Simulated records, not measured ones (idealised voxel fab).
This section sets out a process module, namely voxel trench capacitor.
Xsec cut, 255 nm wide, square cell size 5 nm.
Cross-section format: a grid of square cells, given as bands from top to bottom; each band is one or more rows of cells.
Within each band entry, the heights of the top and of the bottom of the band appear first, in that order and in nm; the materials of the band then follow from left to right, each with its corresponding width in nm. The designation "all across" on a single material indicates that it fills the band from edge to edge; the designation "blank" indicates empty space.
We count height from 0. Below that, the starting wafer is all one material. The lowest band never ends at the bottom but goes on down; see "0 and below" for how that is written.
Note: "30 to 40" means the width goes from the first number (top row of the band) to the second number (bottom row) in equal steps per row of cells.
"remains unaltered" -> step changed no cross-section cell.
This entry, "Cavities, sealed", enumerates those empty regions of no fewer than 8 cells that possess no open connection to the top. Each region is reported in the form width x height at distance, the distance being taken from the left edge, with all three quantities expressed in nm.
Post-settings text on a step line: simulator's own remark regarding the step.
The optional step-line setting "overlay nm" applies to steps with a mask and quantifies how far to the right of its planned location the mask lay, a negative value indicating leftward placement.

[Listed below are the process steps as planned]
1) RECEIVE | material Si
2) CONFORMAL_DEP | material SiN | thk nm 10
3) MASKED_ETCH | tone open | mask id TRENCH | width nm 25 | pitch nm 45 | etch materials SiN | depth nm 10 | overlay nm 0
4) MASKED_ETCH | tone open | mask id TRENCH | width nm 25 | pitch nm 45 | etch materials Si | depth nm 25 | overlay nm 0
5) CONFORMAL_DEP | material Al2O3 | thk nm 5
6) CONFORMAL_DEP | material TiN | thk nm 5
7) FILL_DEP | material W | thk nm 5
8) CMP | height nm 10

[First of the two wafers, run per plan]

[Incoming wafer in cross-section (state: after step 1)]
- 0 and below | Si all across
- Cavities, sealed: none

[Cross-section through the wafer, step 2 finished]
- 10 down to 0 | SiN all across
- Below 0, no change.

[Cross-section through the wafer, step 3 finished]
- 10 down to 0 | SiN 45 nm, then blank 25 nm, then SiN 20 nm, then blank 25 nm, then SiN 20 nm, then blank 25 nm, then SiN 20 nm, then blank 25 nm, then SiN 50 nm
- Below 0, no change.

[Cross-section through the wafer, step 4 finished]
- 10 down to 0 | SiN 45 nm, then blank 25 nm, then SiN 20 nm, then blank 25 nm, then SiN 20 nm, then blank 25 nm, then SiN 20 nm, then blank 25 nm, then SiN 50 nm
- 0 down to -25 | Si 45 nm, then blank 25 nm, then Si 20 nm, then blank 25 nm, then Si 20 nm, then blank 25 nm, then Si 20 nm, then blank 25 nm, then Si 50 nm
- Below -25, no change.

[Cross-section through the wafer, step 5 finished]
- 15 down to 10 | Al2O3 50 nm, then blank 15 nm, then Al2O3 30 nm, then blank 15 nm, then Al2O3 30 nm, then blank 15 nm, then Al2O3 30 nm, then blank 15 nm, then Al2O3 55 nm
- 10 down to 0 | SiN 45 nm, then Al2O3 5 nm, then blank 15 nm, then Al2O3 5 nm, then SiN 20 nm, then Al2O3 5 nm, then blank 15 nm, then Al2O3 5 nm, then SiN 20 nm, then Al2O3 5 nm, then blank 15 nm, then Al2O3 5 nm, then SiN 20 nm, then Al2O3 5 nm, then blank 15 nm, then Al2O3 5 nm, then SiN 50 nm
- 0 down to -20 | Si 45 nm, then Al2O3 5 nm, then blank 15 nm, then Al2O3 5 nm, then Si 20 nm, then Al2O3 5 nm, then blank 15 nm, then Al2O3 5 nm, then Si 20 nm, then Al2O3 5 nm, then blank 15 nm, then Al2O3 5 nm, then Si 20 nm, then Al2O3 5 nm, then blank 15 nm, then Al2O3 5 nm, then Si 50 nm
- -20 down to -25 | Si 45 nm, then Al2O3 25 nm, then Si 20 nm, then Al2O3 25 nm, then Si 20 nm, then Al2O3 25 nm, then Si 20 nm, then Al2O3 25 nm, then Si 50 nm
- Below -25, no change.

[Cross-section through the wafer, step 6 finished]
- 20 down to 15 | TiN 55 nm, then blank 5 nm, then TiN 40 nm, then blank 5 nm, then TiN 40 nm, then blank 5 nm, then TiN 40 nm, then blank 5 nm, then TiN 60 nm
- 15 down to 10 | Al2O3 50 nm, then TiN 5 nm, then blank 5 nm, then TiN 5 nm, then Al2O3 30 nm, then TiN 5 nm, then blank 5 nm, then TiN 5 nm, then Al2O3 30 nm, then TiN 5 nm, then blank 5 nm, then TiN 5 nm, then Al2O3 30 nm, then TiN 5 nm, then blank 5 nm, then TiN 5 nm, then Al2O3 55 nm
- 10 down to 0 | SiN 45 nm, then Al2O3 5 nm, then TiN 5 nm, then blank 5 nm, then TiN 5 nm, then Al2O3 5 nm, then SiN 20 nm, then Al2O3 5 nm, then TiN 5 nm, then blank 5 nm, then TiN 5 nm, then Al2O3 5 nm, then SiN 20 nm, then Al2O3 5 nm, then TiN 5 nm, then blank 5 nm, then TiN 5 nm, then Al2O3 5 nm, then SiN 20 nm, then Al2O3 5 nm, then TiN 5 nm, then blank 5 nm, then TiN 5 nm, then Al2O3 5 nm, then SiN 50 nm
- 0 down to -15 | Si 45 nm, then Al2O3 5 nm, then TiN 5 nm, then blank 5 nm, then TiN 5 nm, then Al2O3 5 nm, then Si 20 nm, then Al2O3 5 nm, then TiN 5 nm, then blank 5 nm, then TiN 5 nm, then Al2O3 5 nm, then Si 20 nm, then Al2O3 5 nm, then TiN 5 nm, then blank 5 nm, then TiN 5 nm, then Al2O3 5 nm, then Si 20 nm, then Al2O3 5 nm, then TiN 5 nm, then blank 5 nm, then TiN 5 nm, then Al2O3 5 nm, then Si 50 nm
- -15 down to -20 | Si 45 nm, then Al2O3 5 nm, then TiN 15 nm, then Al2O3 5 nm, then Si 20 nm, then Al2O3 5 nm, then TiN 15 nm, then Al2O3 5 nm, then Si 20 nm, then Al2O3 5 nm, then TiN 15 nm, then Al2O3 5 nm, then Si 20 nm, then Al2O3 5 nm, then TiN 15 nm, then Al2O3 5 nm, then Si 50 nm
- Below -20, no change.

[Cross-section through the wafer, step 7 finished]
- 25 down to 20 | W all across
- 20 down to 15 | TiN 55 nm, then W 5 nm, then TiN 40 nm, then W 5 nm, then TiN 40 nm, then W 5 nm, then TiN 40 nm, then W 5 nm, then TiN 60 nm
- 15 down to 10 | Al2O3 50 nm, then TiN 5 nm, then W 5 nm, then TiN 5 nm, then Al2O3 30 nm, then TiN 5 nm, then W 5 nm, then TiN 5 nm, then Al2O3 30 nm, then TiN 5 nm, then W 5 nm, then TiN 5 nm, then Al2O3 30 nm, then TiN 5 nm, then W 5 nm, then TiN 5 nm, then Al2O3 55 nm
- 10 down to 0 | SiN 45 nm, then Al2O3 5 nm, then TiN 5 nm, then W 5 nm, then TiN 5 nm, then Al2O3 5 nm, then SiN 20 nm, then Al2O3 5 nm, then TiN 5 nm, then W 5 nm, then TiN 5 nm, then Al2O3 5 nm, then SiN 20 nm, then Al2O3 5 nm, then TiN 5 nm, then W 5 nm, then TiN 5 nm, then Al2O3 5 nm, then SiN 20 nm, then Al2O3 5 nm, then TiN 5 nm, then W 5 nm, then TiN 5 nm, then Al2O3 5 nm, then SiN 50 nm
- 0 down to -15 | Si 45 nm, then Al2O3 5 nm, then TiN 5 nm, then W 5 nm, then TiN 5 nm, then Al2O3 5 nm, then Si 20 nm, then Al2O3 5 nm, then TiN 5 nm, then W 5 nm, then TiN 5 nm, then Al2O3 5 nm, then Si 20 nm, then Al2O3 5 nm, then TiN 5 nm, then W 5 nm, then TiN 5 nm, then Al2O3 5 nm, then Si 20 nm, then Al2O3 5 nm, then TiN 5 nm, then W 5 nm, then TiN 5 nm, then Al2O3 5 nm, then Si 50 nm
- Below -15, no change.

[Cross-section through the wafer, step 8 finished]
- 10 down to 0 | SiN 45 nm, then Al2O3 5 nm, then TiN 5 nm, then W 5 nm, then TiN 5 nm, then Al2O3 5 nm, then SiN 20 nm, then Al2O3 5 nm, then TiN 5 nm, then W 5 nm, then TiN 5 nm, then Al2O3 5 nm, then SiN 20 nm, then Al2O3 5 nm, then TiN 5 nm, then W 5 nm, then TiN 5 nm, then Al2O3 5 nm, then SiN 20 nm, then Al2O3 5 nm, then TiN 5 nm, then W 5 nm, then TiN 5 nm, then Al2O3 5 nm, then SiN 50 nm
- Below 0, no change.

[Second wafer. Start and plan as for the first. One mistake made in running. Agrees with the first up to and including step 3]

[Cross-sectional representation of the second wafer at the time designated in the plan for the completion of step 4]
- 10 down to 0 | SiN 45 nm, then blank 25 nm, then SiN 20 nm, then blank 25 nm, then SiN 20 nm, then blank 25 nm, then SiN 20 nm, then blank 25 nm, then SiN 50 nm
- 0 down to -50 | Si 45 nm, then blank 25 nm, then Si 20 nm, then blank 25 nm, then Si 20 nm, then blank 25 nm, then Si 20 nm, then blank 25 nm, then Si 50 nm
- Below -50, no change.

[Cross-sectional representation of the second wafer at the time designated in the plan for the completion of step 5]
- 15 down to 10 | Al2O3 50 nm, then blank 15 nm, then Al2O3 30 nm, then blank 15 nm, then Al2O3 30 nm, then blank 15 nm, then Al2O3 30 nm, then blank 15 nm, then Al2O3 55 nm
- 10 down to 0 | SiN 45 nm, then Al2O3 5 nm, then blank 15 nm, then Al2O3 5 nm, then SiN 20 nm, then Al2O3 5 nm, then blank 15 nm, then Al2O3 5 nm, then SiN 20 nm, then Al2O3 5 nm, then blank 15 nm, then Al2O3 5 nm, then SiN 20 nm, then Al2O3 5 nm, then blank 15 nm, then Al2O3 5 nm, then SiN 50 nm
- 0 down to -45 | Si 45 nm, then Al2O3 5 nm, then blank 15 nm, then Al2O3 5 nm, then Si 20 nm, then Al2O3 5 nm, then blank 15 nm, then Al2O3 5 nm, then Si 20 nm, then Al2O3 5 nm, then blank 15 nm, then Al2O3 5 nm, then Si 20 nm, then Al2O3 5 nm, then blank 15 nm, then Al2O3 5 nm, then Si 50 nm
- -45 down to -50 | Si 45 nm, then Al2O3 25 nm, then Si 20 nm, then Al2O3 25 nm, then Si 20 nm, then Al2O3 25 nm, then Si 20 nm, then Al2O3 25 nm, then Si 50 nm
- Below -50, no change.

[Cross-sectional representation of the second wafer at the time designated in the plan for the completion of step 6]
- 20 down to 15 | TiN 55 nm, then blank 5 nm, then TiN 40 nm, then blank 5 nm, then TiN 40 nm, then blank 5 nm, then TiN 40 nm, then blank 5 nm, then TiN 60 nm
- 15 down to 10 | Al2O3 50 nm, then TiN 5 nm, then blank 5 nm, then TiN 5 nm, then Al2O3 30 nm, then TiN 5 nm, then blank 5 nm, then TiN 5 nm, then Al2O3 30 nm, then TiN 5 nm, then blank 5 nm, then TiN 5 nm, then Al2O3 30 nm, then TiN 5 nm, then blank 5 nm, then TiN 5 nm, then Al2O3 55 nm
- 10 down to 0 | SiN 45 nm, then Al2O3 5 nm, then TiN 5 nm, then blank 5 nm, then TiN 5 nm, then Al2O3 5 nm, then SiN 20 nm, then Al2O3 5 nm, then TiN 5 nm, then blank 5 nm, then TiN 5 nm, then Al2O3 5 nm, then SiN 20 nm, then Al2O3 5 nm, then TiN 5 nm, then blank 5 nm, then TiN 5 nm, then Al2O3 5 nm, then SiN 20 nm, then Al2O3 5 nm, then TiN 5 nm, then blank 5 nm, then TiN 5 nm, then Al2O3 5 nm, then SiN 50 nm
- 0 down to -40 | Si 45 nm, then Al2O3 5 nm, then TiN 5 nm, then blank 5 nm, then TiN 5 nm, then Al2O3 5 nm, then Si 20 nm, then Al2O3 5 nm, then TiN 5 nm, then blank 5 nm, then TiN 5 nm, then Al2O3 5 nm, then Si 20 nm, then Al2O3 5 nm, then TiN 5 nm, then blank 5 nm, then TiN 5 nm, then Al2O3 5 nm, then Si 20 nm, then Al2O3 5 nm, then TiN 5 nm, then blank 5 nm, then TiN 5 nm, then Al2O3 5 nm, then Si 50 nm
- -40 down to -45 | Si 45 nm, then Al2O3 5 nm, then TiN 15 nm, then Al2O3 5 nm, then Si 20 nm, then Al2O3 5 nm, then TiN 15 nm, then Al2O3 5 nm, then Si 20 nm, then Al2O3 5 nm, then TiN 15 nm, then Al2O3 5 nm, then Si 20 nm, then Al2O3 5 nm, then TiN 15 nm, then Al2O3 5 nm, then Si 50 nm
- Below -45, no change.

[Cross-sectional representation of the second wafer at the time designated in the plan for the completion of step 7]
- 25 down to 20 | W all across
- 20 down to 15 | TiN 55 nm, then W 5 nm, then TiN 40 nm, then W 5 nm, then TiN 40 nm, then W 5 nm, then TiN 40 nm, then W 5 nm, then TiN 60 nm
- 15 down to 10 | Al2O3 50 nm, then TiN 5 nm, then W 5 nm, then TiN 5 nm, then Al2O3 30 nm, then TiN 5 nm, then W 5 nm, then TiN 5 nm, then Al2O3 30 nm, then TiN 5 nm, then W 5 nm, then TiN 5 nm, then Al2O3 30 nm, then TiN 5 nm, then W 5 nm, then TiN 5 nm, then Al2O3 55 nm
- 10 down to 0 | SiN 45 nm, then Al2O3 5 nm, then TiN 5 nm, then W 5 nm, then TiN 5 nm, then Al2O3 5 nm, then SiN 20 nm, then Al2O3 5 nm, then TiN 5 nm, then W 5 nm, then TiN 5 nm, then Al2O3 5 nm, then SiN 20 nm, then Al2O3 5 nm, then TiN 5 nm, then W 5 nm, then TiN 5 nm, then Al2O3 5 nm, then SiN 20 nm, then Al2O3 5 nm, then TiN 5 nm, then W 5 nm, then TiN 5 nm, then Al2O3 5 nm, then SiN 50 nm
- 0 down to -40 | Si 45 nm, then Al2O3 5 nm, then TiN 5 nm, then W 5 nm, then TiN 5 nm, then Al2O3 5 nm, then Si 20 nm, then Al2O3 5 nm, then TiN 5 nm, then W 5 nm, then TiN 5 nm, then Al2O3 5 nm, then Si 20 nm, then Al2O3 5 nm, then TiN 5 nm, then W 5 nm, then TiN 5 nm, then Al2O3 5 nm, then Si 20 nm, then Al2O3 5 nm, then TiN 5 nm, then W 5 nm, then TiN 5 nm, then Al2O3 5 nm, then Si 50 nm
- Below -40, no change.

[Cross-sectional representation of the second wafer at the time designated in the plan for the completion of step 8]
- 10 down to 0 | SiN 45 nm, then Al2O3 5 nm, then TiN 5 nm, then W 5 nm, then TiN 5 nm, then Al2O3 5 nm, then SiN 20 nm, then Al2O3 5 nm, then TiN 5 nm, then W 5 nm, then TiN 5 nm, then Al2O3 5 nm, then SiN 20 nm, then Al2O3 5 nm, then TiN 5 nm, then W 5 nm, then TiN 5 nm, then Al2O3 5 nm, then SiN 20 nm, then Al2O3 5 nm, then TiN 5 nm, then W 5 nm, then TiN 5 nm, then Al2O3 5 nm, then SiN 50 nm
- Below 0, no change.
In executing the process, a mistake was made relative to the plan: step 4 of the plan was twice carried out
Upon completion, the second wafer contains, in terms of cells, a greater or smaller amount of certain materials than the first wafer: 40 more of Al2O3, 100 fewer of Si, 40 more of TiN, 20 more of W
